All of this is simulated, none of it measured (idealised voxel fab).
Process module name: voxel self aligned contacts
Cross-section cut spans 270 nm and uses square cells 5 nm in size.
Cross-section format: a grid of square cells, given as bands from top to bottom; each band is one or more rows of cells. The entry gives the band's vertical extent as a top height and a bottom height in nm, then its horizontal make-up as materials from left to right, each with a width in nm. "blank" stands for empty space; a single material marked "everywhere" fills the band edge to edge. Basically, 0 is our baseline, since under it the wafer straight out of the box is all one material. The bottom band has no lower end and keeps on going down, so it looks like "0 -> down". Graded width ("30 to 40"): value in top row of band = first number; value in bottom row = second number; row-to-row change constant. What does "nothing different" mean for a step? It means no cell of the cross-section changed in that step. Listed in "Non-vented voids": every empty space of 8 or more cells without an open way to the top. Form: width x height at distance, the distance being from the left edge, all in nm. On a step's line, text after the settings is the simulator commenting on that step. The "overlay nm" setting may appear on a step's line; for a step that uses a mask, it gives how far to the right of its planned position the mask lay, and a negative value indicates the left.
THE PROCESS STEPS THAT WERE PLANNED ARE LISTED BELOW
| 1 | op RECEIVE | material Si |
| 2 | op CONFORMAL_DEP | material SiO2 | thk nm 5 |
| 3 | op DIRECTIONAL_DEP | material polySi | thk nm 25 |
| 4 | op DIRECTIONAL_DEP | material SiN | thk nm 25 |
| 5 | op DIRECTIONAL_DEP | material aC | thk nm 10 |
| 6 | op PATTERN | tone cover | mask id GATE | material resist | width nm 30 | pitch nm 75 | thk nm 25 | overlay nm 0 |
| 7 | op DIRECTIONAL_ETCH | etch materials aC | depth nm 10 |
| 8 | op STRIP | etch materials resist |
| 9 | op DIRECTIONAL_ETCH | etch materials SiN | depth nm 25 |
| 10 | op DIRECTIONAL_ETCH | etch materials polySi | depth nm 25 |
| 11 | op STRIP | etch materials aC |
| 12 | op CONFORMAL_DEP | material SiN | thk nm 10 |
| 13 | op DIRECTIONAL_ETCH | etch materials SiN | depth nm 10 |
| 14 | op FILL_DEP | material SiO2 | thk nm 10 |
| 15 | op CMP | height nm 60 |
| 16 | op DIRECTIONAL_DEP | material aC | thk nm 10 |
| 17 | op PATTERN | tone open | mask id CONTACT | material resist | width nm 55 | thk nm 30 | overlay nm 0 |
| 18 | op DIRECTIONAL_ETCH | etch materials aC | depth nm 10 |
| 19 | op STRIP | etch materials resist |
| 20 | op DIRECTIONAL_ETCH | etch materials SiO2 | depth nm 60 |
| 21 | op STRIP | etch materials aC |
| 22 | op CONFORMAL_DEP | material TiN | thk nm 5 |
| 23 | op FILL_DEP | material W | thk nm 5 |
| 24 | op CMP | height nm 60 |
| 25 | op CONFORMAL_DEP | material SiCN | thk nm 5 |
ON THE FIRST OF THE TWO WAFERS: RUN CONDUCTED ACCORDING TO PLAN
CROSS-SECTION, INCOMING MATERIAL, AFTER STEP 1
  0 -> down | Si everywhere
  Non-vented voids: none
THE WAFER IN CROSS-SECTION ONCE STEP 2 IS COMPLETE
  5 -> 0 | SiO2 everywhere
  Everything below 0 is unchanged.
THE WAFER IN CROSS-SECTION ONCE STEP 3 IS COMPLETE
  30 -> 5 | polySi everywhere
  Everything below 5 is unchanged.
THE WAFER IN CROSS-SECTION ONCE STEP 4 IS COMPLETE
  55 -> 30 | SiN everywhere
  Everything below 30 is unchanged.
THE WAFER IN CROSS-SECTION ONCE STEP 5 IS COMPLETE
  65 -> 55 | aC everywhere
  Everything below 55 is unchanged.
THE WAFER IN CROSS-SECTION ONCE STEP 6 IS COMPLETE
  90 -> 65 | blank: 80; resist: 30; blank: 45; resist: 30; blank: 85
  Everything below 65 is unchanged.
THE WAFER IN CROSS-SECTION ONCE STEP 7 IS COMPLETE
  80 -> 65 | blank: 80; resist: 30; blank: 45; resist: 30; blank: 85
  65 -> 55 | blank: 80; aC: 30; blank: 45; aC: 30; blank: 85
  Everything below 55 is unchanged.
THE WAFER IN CROSS-SECTION ONCE STEP 8 IS COMPLETE
  65 -> 55 | blank: 80; aC: 30; blank: 45; aC: 30; blank: 85
  Everything below 55 is unchanged.
THE WAFER IN CROSS-SECTION ONCE STEP 9 IS COMPLETE
  65 -> 55 | blank: 80; aC: 30; blank: 45; aC: 30; blank: 85
  55 -> 30 | blank: 80; SiN: 30; blank: 45; SiN: 30; blank: 85
  Everything below 30 is unchanged.
THE WAFER IN CROSS-SECTION ONCE STEP 10 IS COMPLETE
  65 -> 55 | blank: 80; aC: 30; blank: 45; aC: 30; blank: 85
  55 -> 30 | blank: 80; SiN: 30; blank: 45; SiN: 30; blank: 85
  30 -> 5 | blank: 80; polySi: 30; blank: 45; polySi: 30; blank: 85
  Everything below 5 is unchanged.
THE WAFER IN CROSS-SECTION ONCE STEP 11 IS COMPLETE
  55 -> 30 | blank: 80; SiN: 30; blank: 45; SiN: 30; blank: 85
  Everything below 30 is unchanged.
THE WAFER IN CROSS-SECTION ONCE STEP 12 IS COMPLETE
  65 -> 30 | blank: 70; SiN: 50; blank: 25; SiN: 50; blank: 75
  30 -> 15 | blank: 70; SiN: 10; polySi: 30; SiN: 10; blank: 25; SiN: 10; polySi: 30; SiN: 10; blank: 75
  15 -> 5 | SiN: 80; polySi: 30; SiN: 45; polySi: 30; SiN: 85
  Everything below 5 is unchanged.
THE WAFER IN CROSS-SECTION ONCE STEP 13 IS COMPLETE
  55 -> 30 | blank: 70; SiN: 50; blank: 25; SiN: 50; blank: 75
  30 -> 5 | blank: 70; SiN: 10; polySi: 30; SiN: 10; blank: 25; SiN: 10; polySi: 30; SiN: 10; blank: 75
  Everything below 5 is unchanged.
THE WAFER IN CROSS-SECTION ONCE STEP 14 IS COMPLETE
  65 -> 55 | SiO2 everywhere
  55 -> 30 | SiO2: 70; SiN: 50; SiO2: 25; SiN: 50; SiO2: 75
  30 -> 5 | SiO2: 70; SiN: 10; polySi: 30; SiN: 10; SiO2: 25; SiN: 10; polySi: 30; SiN: 10; SiO2: 75
  Everything below 5 is unchanged.
THE WAFER IN CROSS-SECTION ONCE STEP 15 IS COMPLETE
  60 -> 55 | SiO2 everywhere
  Everything below 55 is unchanged.
THE WAFER IN CROSS-SECTION ONCE STEP 16 IS COMPLETE
  70 -> 60 | aC everywhere
  Everything below 60 is unchanged.
THE WAFER IN CROSS-SECTION ONCE STEP 17 IS COMPLETE
  100 -> 70 | resist: 105; blank: 55; resist: 110
  Everything below 70 is unchanged.
THE WAFER IN CROSS-SECTION ONCE STEP 18 IS COMPLETE
  90 -> 70 | resist: 105; blank: 55; resist: 110
  70 -> 60 | aC: 105; blank: 55; aC: 110
  Everything below 60 is unchanged.
THE WAFER IN CROSS-SECTION ONCE STEP 19 IS COMPLETE
  70 -> 60 | aC: 105; blank: 55; aC: 110
  Everything below 60 is unchanged.
THE WAFER IN CROSS-SECTION ONCE STEP 20 IS COMPLETE
  70 -> 60 | aC: 105; blank: 55; aC: 110
  60 -> 55 | SiO2: 105; blank: 55; SiO2: 110
  55 -> 30 | SiO2: 70; SiN: 50; blank: 25; SiN: 50; SiO2: 75
  30 -> 5 | SiO2: 70; SiN: 10; polySi: 30; SiN: 10; blank: 25; SiN: 10; polySi: 30; SiN: 10; SiO2: 75
  5 -> 0 | SiO2: 120; blank: 25; SiO2: 125
  Everything below 0 is unchanged.
THE WAFER IN CROSS-SECTION ONCE STEP 21 IS COMPLETE
  60 -> 55 | SiO2: 105; blank: 55; SiO2: 110
  Everything below 55 is unchanged.
THE WAFER IN CROSS-SECTION ONCE STEP 22 IS COMPLETE
  65 -> 60 | TiN: 110; blank: 45; TiN: 115
  60 -> 55 | SiO2: 105; TiN: 20; blank: 15; TiN: 20; SiO2: 110
  55 -> 30 | SiO2: 70; SiN: 50; TiN: 5; blank: 15; TiN: 5; SiN: 50; SiO2: 75
  30 -> 5 | SiO2: 70; SiN: 10; polySi: 30; SiN: 10; TiN: 5; blank: 15; TiN: 5; SiN: 10; polySi: 30; SiN: 10; SiO2: 75
  5 -> 0 | SiO2: 120; TiN: 25; SiO2: 125
  Everything below 0 is unchanged.
THE WAFER IN CROSS-SECTION ONCE STEP 23 IS COMPLETE
  70 -> 65 | W everywhere
  65 -> 60 | TiN: 110; W: 45; TiN: 115
  60 -> 55 | SiO2: 105; TiN: 20; W: 15; TiN: 20; SiO2: 110
  55 -> 30 | SiO2: 70; SiN: 50; TiN: 5; W: 15; TiN: 5; SiN: 50; SiO2: 75
  30 -> 5 | SiO2: 70; SiN: 10; polySi: 30; SiN: 10; TiN: 5; W: 15; TiN: 5; SiN: 10; polySi: 30; SiN: 10; SiO2: 75
  Everything below 5 is unchanged.
THE WAFER IN CROSS-SECTION ONCE STEP 24 IS COMPLETE
  60 -> 55 | SiO2: 105; TiN: 20; W: 15; TiN: 20; SiO2: 110
  Everything below 55 is unchanged.
THE WAFER IN CROSS-SECTION ONCE STEP 25 IS COMPLETE
  65 -> 60 | SiCN everywhere
  Everything below 60 is unchanged.
SECOND WAFER, SAME STARTING CONDITIONS AND RECIPE AS THE FIRST, ONE MISTAKE IN EXECUTING IT, NOTHING DIFFERS FROM THE FIRST UP TO AND INCLUDING STEP 5
HERE IS THE SECOND WAFER IN CROSS-SECTION AT THE POINT WHERE STEP 6 OF THE PLAN SHOULD HAVE BEEN DONE
  90 -> 65 | blank: 75; resist: 30; blank: 45; resist: 30; blank: 90
  Everything below 65 is unchanged.
HERE IS THE SECOND WAFER IN CROSS-SECTION AT THE POINT WHERE STEP 7 OF THE PLAN SHOULD HAVE BEEN DONE
  80 -> 65 | blank: 75; resist: 30; blank: 45; resist: 30; blank: 90
  65 -> 55 | blank: 75; aC: 30; blank: 45; aC: 30; blank: 90
  Everything below 55 is unchanged.
HERE IS THE SECOND WAFER IN CROSS-SECTION AT THE POINT WHERE STEP 8 OF THE PLAN SHOULD HAVE BEEN DONE
  65 -> 55 | blank: 75; aC: 30; blank: 45; aC: 30; blank: 90
  Everything below 55 is unchanged.
HERE IS THE SECOND WAFER IN CROSS-SECTION AT THE POINT WHERE STEP 9 OF THE PLAN SHOULD HAVE BEEN DONE
  65 -> 55 | blank: 75; aC: 30; blank: 45; aC: 30; blank: 90
  55 -> 30 | blank: 75; SiN: 30; blank: 45; SiN: 30; blank: 90
  Everything below 30 is unchanged.
HERE IS THE SECOND WAFER IN CROSS-SECTION AT THE POINT WHERE STEP 10 OF THE PLAN SHOULD HAVE BEEN DONE
  65 -> 55 | blank: 75; aC: 30; blank: 45; aC: 30; blank: 90
  55 -> 30 | blank: 75; SiN: 30; blank: 45; SiN: 30; blank: 90
  30 -> 5 | blank: 75; polySi: 30; blank: 45; polySi: 30; blank: 90
  Everything below 5 is unchanged.
HERE IS THE SECOND WAFER IN CROSS-SECTION AT THE POINT WHERE STEP 11 OF THE PLAN SHOULD HAVE BEEN DONE
  55 -> 30 | blank: 75; SiN: 30; blank: 45; SiN: 30; blank: 90
  Everything below 30 is unchanged.
HERE IS THE SECOND WAFER IN CROSS-SECTION AT THE POINT WHERE STEP 12 OF THE PLAN SHOULD HAVE BEEN DONE
  65 -> 30 | blank: 65; SiN: 50; blank: 25; SiN: 50; blank: 80
  30 -> 15 | blank: 65; SiN: 10; polySi: 30; SiN: 10; blank: 25; SiN: 10; polySi: 30; SiN: 10; blank: 80
  15 -> 5 | SiN: 75; polySi: 30; SiN: 45; polySi: 30; SiN: 90
  Everything below 5 is unchanged.
HERE IS THE SECOND WAFER IN CROSS-SECTION AT THE POINT WHERE STEP 13 OF THE PLAN SHOULD HAVE BEEN DONE
  55 -> 30 | blank: 65; SiN: 50; blank: 25; SiN: 50; blank: 80
  30 -> 5 | blank: 65; SiN: 10; polySi: 30; SiN: 10; blank: 25; SiN: 10; polySi: 30; SiN: 10; blank: 80
  Everything below 5 is unchanged.
HERE IS THE SECOND WAFER IN CROSS-SECTION AT THE POINT WHERE STEP 14 OF THE PLAN SHOULD HAVE BEEN DONE
  65 -> 55 | SiO2 everywhere
  55 -> 30 | SiO2: 65; SiN: 50; SiO2: 25; SiN: 50; SiO2: 80
  30 -> 5 | SiO2: 65; SiN: 10; polySi: 30; SiN: 10; SiO2: 25; SiN: 10; polySi: 30; SiN: 10; SiO2: 80
  Everything below 5 is unchanged.
HERE IS THE SECOND WAFER IN CROSS-SECTION AT THE POINT WHERE STEP 15 OF THE PLAN SHOULD HAVE BEEN DONE
  60 -> 55 | SiO2 everywhere
  Everything below 55 is unchanged.
HERE IS THE SECOND WAFER IN CROSS-SECTION AT THE POINT WHERE STEP 16 OF THE PLAN SHOULD HAVE BEEN DONE
  70 -> 60 | aC everywhere
  Everything below 60 is unchanged.
HERE IS THE SECOND WAFER IN CROSS-SECTION AT THE POINT WHERE STEP 17 OF THE PLAN SHOULD HAVE BEEN DONE
  100 -> 70 | resist: 105; blank: 55; resist: 110
  Everything below 70 is unchanged.
HERE IS THE SECOND WAFER IN CROSS-SECTION AT THE POINT WHERE STEP 18 OF THE PLAN SHOULD HAVE BEEN DONE
  90 -> 70 | resist: 105; blank: 55; resist: 110
  70 -> 60 | aC: 105; blank: 55; aC: 110
  Everything below 60 is unchanged.
HERE IS THE SECOND WAFER IN CROSS-SECTION AT THE POINT WHERE STEP 19 OF THE PLAN SHOULD HAVE BEEN DONE
  70 -> 60 | aC: 105; blank: 55; aC: 110
  Everything below 60 is unchanged.
HERE IS THE SECOND WAFER IN CROSS-SECTION AT THE POINT WHERE STEP 20 OF THE PLAN SHOULD HAVE BEEN DONE
  70 -> 60 | aC: 105; blank: 55; aC: 110
  60 -> 55 | SiO2: 105; blank: 55; SiO2: 110
  55 -> 30 | SiO2: 65; SiN: 50; blank: 25; SiN: 50; SiO2: 80
  30 -> 5 | SiO2: 65; SiN: 10; polySi: 30; SiN: 10; blank: 25; SiN: 10; polySi: 30; SiN: 10; SiO2: 80
  5 -> 0 | SiO2: 115; blank: 25; SiO2: 130
  Everything below 0 is unchanged.
HERE IS THE SECOND WAFER IN CROSS-SECTION AT THE POINT WHERE STEP 21 OF THE PLAN SHOULD HAVE BEEN DONE
  60 -> 55 | SiO2: 105; blank: 55; SiO2: 110
  Everything below 55 is unchanged.
HERE IS THE SECOND WAFER IN CROSS-SECTION AT THE POINT WHERE STEP 22 OF THE PLAN SHOULD HAVE BEEN DONE
  65 -> 60 | TiN: 110; blank: 45; TiN: 115
  60 -> 55 | SiO2: 105; TiN: 15; blank: 15; TiN: 25; SiO2: 110
  55 -> 30 | SiO2: 65; SiN: 50; TiN: 5; blank: 15; TiN: 5; SiN: 50; SiO2: 80
  30 -> 5 | SiO2: 65; SiN: 10; polySi: 30; SiN: 10; TiN: 5; blank: 15; TiN: 5; SiN: 10; polySi: 30; SiN: 10; SiO2: 80
  5 -> 0 | SiO2: 115; TiN: 25; SiO2: 130
  Everything below 0 is unchanged.
HERE IS THE SECOND WAFER IN CROSS-SECTION AT THE POINT WHERE STEP 23 OF THE PLAN SHOULD HAVE BEEN DONE
  70 -> 65 | W everywhere
  65 -> 60 | TiN: 110; W: 45; TiN: 115
  60 -> 55 | SiO2: 105; TiN: 15; W: 15; TiN: 25; SiO2: 110
  55 -> 30 | SiO2: 65; SiN: 50; TiN: 5; W: 15; TiN: 5; SiN: 50; SiO2: 80
  30 -> 5 | SiO2: 65; SiN: 10; polySi: 30; SiN: 10; TiN: 5; W: 15; TiN: 5; SiN: 10; polySi: 30; SiN: 10; SiO2: 80
  Everything below 5 is unchanged.
HERE IS THE SECOND WAFER IN CROSS-SECTION AT THE POINT WHERE STEP 24 OF THE PLAN SHOULD HAVE BEEN DONE
  60 -> 55 | SiO2: 105; TiN: 15; W: 15; TiN: 25; SiO2: 110
  Everything below 55 is unchanged.
HERE IS THE SECOND WAFER IN CROSS-SECTION AT THE POINT WHERE STEP 25 OF THE PLAN SHOULD HAVE BEEN DONE
  65 -> 60 | SiCN everywhere
  Everything below 60 is unchanged.
Short version of what went wrong: step 6 did not happen as planned, as run it was op PATTERN | tone cover | mask id GATE | material resist | width nm 30 | pitch nm 75 | thk nm 25 | overlay nm -5
Cell counts per material: same on both final wafers. Positions: different.
